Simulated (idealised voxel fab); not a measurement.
Process module under the name voxel gate over fins
Square cell edge 5 nm, section width 155 nm, ID cut.
How to read a cross-section here: the picture is a grid of square cells, written as bands going from the top down, and any band can span one or more rows of cells.
Heads up on the band format: heights come first, top then bottom, in nm. After that it's the materials left to right, each with its width in nm. A single material flagged "everywhere" fills the whole band edge to edge, and "blank" means there's empty space there.
Height reference: 0 = level under which incoming wafer is all one material. Lowest band: no bottom, runs on downward, e.g. "0 nm and below".
Quick explanation for "30..40": the width changes in equal steps down the rows of cells, from the first number in the band's top row to the second number in its bottom row.
It should be understood that the words "no modification", when stated for a given step, signify that the cross-section underwent no change in any of its cells during that step.
The entry "Closed void catalog" lists the empty spaces that cover at least 8 cells and have no open path to the top. Each is written as width x height at distance, where the distance is measured from the left edge and all three values are in nm.
Note: text after step settings on the step line = simulator remark on that step.
Each step line may optionally specify "overlay nm", which for a step with a mask gives the rightward distance between the mask's planned place and where it lay, a negative value indicating the leftward direction.

Below is the list of planned process steps
1: RECEIVE,material Si
2: CONFORMAL_DEP,material SiN,thk nm 10
3: MASKED_ETCH,tone cover,mask id FINS,width nm 15,pitch nm 55,etch materials SiN,depth nm 10,overlay nm 0
4: MASKED_ETCH,tone cover,mask id FINS,width nm 15,pitch nm 55,etch materials Si,depth nm 35,overlay nm 0
5: FILL_DEP,material SiO2,thk nm 15
6: CMP,height nm 10
7: DIRECTIONAL_DEP,material aC,thk nm 10
8: PATTERN,tone open,mask id RAIL,material resist,width nm 15,thk nm 25,overlay nm 0
9: DIRECTIONAL_ETCH,etch materials aC,depth nm 10
10: STRIP,etch materials resist
11: DIRECTIONAL_ETCH,etch materials SiO2,depth nm 40
12: STRIP,etch materials aC
13: CONFORMAL_DEP,material TiN,thk nm 5
14: FILL_DEP,material Ru,thk nm 10
15: CMP,height nm 10
16: SELECTIVE_ETCH,etch materials W Ru TiN,depth nm 30
17: FILL_DEP,material SiO2,thk nm 5
18: CMP,height nm 10
19: SELECTIVE_ETCH,etch materials SiO2,depth nm 25
20: STRIP,etch materials SiN
21: CONFORMAL_DEP,material HfO2,thk nm 5
22: CONFORMAL_DEP,material TiN,thk nm 5
23: CONFORMAL_DEP,material TiAl,thk nm 5
24: CONFORMAL_DEP,material TiN,thk nm 5
25: FILL_DEP,material W,thk nm 10
26: CMP,height nm 25
27: CONFORMAL_DEP,material SiCN,thk nm 10

So this is the incoming wafer in cross-section - it's already been through step 1
    0 nm and below  Si everywhere
    Closed void catalog: none

End state of the module in cross-section, given the above starting point and plan and one mistake in execution
    35 nm to 25 nm  SiCN everywhere
    25 nm to 20 nm  W everywhere
    20 nm to 15 nm  TiN everywhere
    15 nm to 10 nm  TiAl: 45, TiN: 10, TiAl: 45, TiN: 10, TiAl: 45
    10 nm to 5 nm  TiAl: 5, TiN: 35, TiAl: 5, TiN: 10, TiAl: 5, TiN: 35, TiAl: 5, TiN: 10, TiAl: 5, TiN: 35, TiAl: 5
    5 nm to 0 nm  TiAl: 5, TiN: 5, HfO2: 25, TiN: 5, TiAl: 5, TiN: 10, TiAl: 5, TiN: 5, HfO2: 25, TiN: 5, TiAl: 5, TiN: 10, TiAl: 5, TiN: 5, HfO2: 25, TiN: 5, TiAl: 5
    0 nm to -5 nm  TiAl: 5, TiN: 5, HfO2: 5, Si: 15, HfO2: 5, TiN: 5, TiAl: 20, TiN: 5, HfO2: 5, Si: 15, HfO2: 5, TiN: 5, TiAl: 20, TiN: 5, HfO2: 5, Si: 15, HfO2: 5, TiN: 5, TiAl: 5
    -5 nm to -10 nm  TiN: 10, HfO2: 5, Si: 15, HfO2: 5, TiN: 30, HfO2: 5, Si: 15, HfO2: 5, TiN: 30, HfO2: 5, Si: 15, HfO2: 5, TiN: 10
    -10 nm to -15 nm  HfO2: 15, Si: 15, HfO2: 40, Si: 15, HfO2: 40, Si: 15, HfO2: 15
    -15 nm to -20 nm  SiO2: 15, Si: 15, SiO2: 40, Si: 15, SiO2: 40, Si: 15, SiO2: 15
    -20 nm to -25 nm  Ru: 10, TiN: 5, Si: 15, TiN: 10, SiO2: 15, TiN: 5, Ru: 5, TiN: 5, Si: 15, TiN: 5, Ru: 30, TiN: 5, Si: 15, TiN: 5, Ru: 10
    -25 nm to -30 nm  TiN: 15, Si: 15, TiN: 10, SiO2: 15, TiN: 15, Si: 15, TiN: 40, Si: 15, TiN: 15
    -30 nm to -35 nm  SiO2: 15, Si: 15, SiO2: 40, Si: 15, SiO2: 40, Si: 15, SiO2: 15
    -35 nm and below  Si everywhere
    Closed void catalog: none
Finding, execution versus plan: contrary to plan, step 8 was performed as PATTERN,tone cover,mask id RAIL,material resist,width nm 15,thk nm 25,overlay nm 0
